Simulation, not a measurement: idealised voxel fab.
The following process module bears the name voxel tone inversion.
This is section cut - it's 210 nm across, gridded in 5 nm square cells.
Each cross-section below is a grid of square cells, stated as bands in top-down order, with one or more rows of cells making up each band. Top, bottom (nm), then materials left to right with widths (nm); lone material tagged "full width" fills the whole band edge to edge; "air" = empty space. We count height from 0. Below that, the starting wafer is all one material. The lowest band never ends at the bottom but goes on down; see "0 -> down" for how that is written. Width spec "30 to 40" -> top row of cells at first value, bottom row at second value, equal per-row change in between. The cross-section has no changed cell in any step marked "stayed the same". "Enclosed void list": sealed empty spaces, 8 cells or more, no open way to top, listed width x height at distance, with distance from the left edge and width, height and distance in nm. Whatever follows a step's settings on its line is a remark the simulator itself makes about that step. "overlay nm" denotes, for a step that has a mask, the displacement of the mask to the right of its planned place, with negative values corresponding to the left.

**Set out below are the planned steps of the process**
step 1: RECEIVE,material Si
step 2: CONFORMAL_DEP,material SiN,thk nm 5
step 3: DIRECTIONAL_DEP,material polySi,thk nm 20
step 4: PATTERN,tone cover,mask id POSTS,material resist,width nm 20,pitch nm 45,thk nm 30,overlay nm 0
step 5: DIRECTIONAL_ETCH,etch materials polySi,depth nm 20
step 6: STRIP,etch materials resist
step 7: FILL_DEP,material SiO2,thk nm 5
step 8: CMP,height nm 25
step 9: STRIP,etch materials polySi
step 10: CONFORMAL_DEP,material TiN,thk nm 5
step 11: FILL_DEP,material Cu,thk nm 10
step 12: CMP,height nm 25
step 13: CONFORMAL_DEP,material SiN,thk nm 5

**Cross-sectional view of the wafer in its as-received condition, corresponding to the state after step 1**
> 0 -> down = Si full width
> Enclosed void list: none

**As-planned run: cross-section of the first of two wafers at end of module**
> 30 -> 25 = SiN full width
> 25 -> 10 = SiO2=50 | TiN=5 | Cu=10 | TiN=5 | SiO2=25 | TiN=5 | Cu=10 | TiN=5 | SiO2=25 | TiN=5 | Cu=10 | TiN=5 | SiO2=50
> 10 -> 5 = SiO2=50 | TiN=20 | SiO2=25 | TiN=20 | SiO2=25 | TiN=20 | SiO2=50
> 5 -> 0 = SiN full width
> 0 -> down = Si full width
> Enclosed void list: none

**Wafer two (of two), end-of-module cross-section: start = wafer one, plan = wafer one, one run mistake**
> 30 -> 20 = SiN full width
> 20 -> 0 = polySi full width
> 0 -> down = Si full width
> Enclosed void list: none
Error vs. plan: steps 2 and 3 of the plan were run in the wrong order, each in the other's place
Final wafer comparison in cells, second versus first, more or fewer per material: 18 fewer of Cu | 120 fewer of SiO2 | 30 fewer of TiN | 168 more of polySi
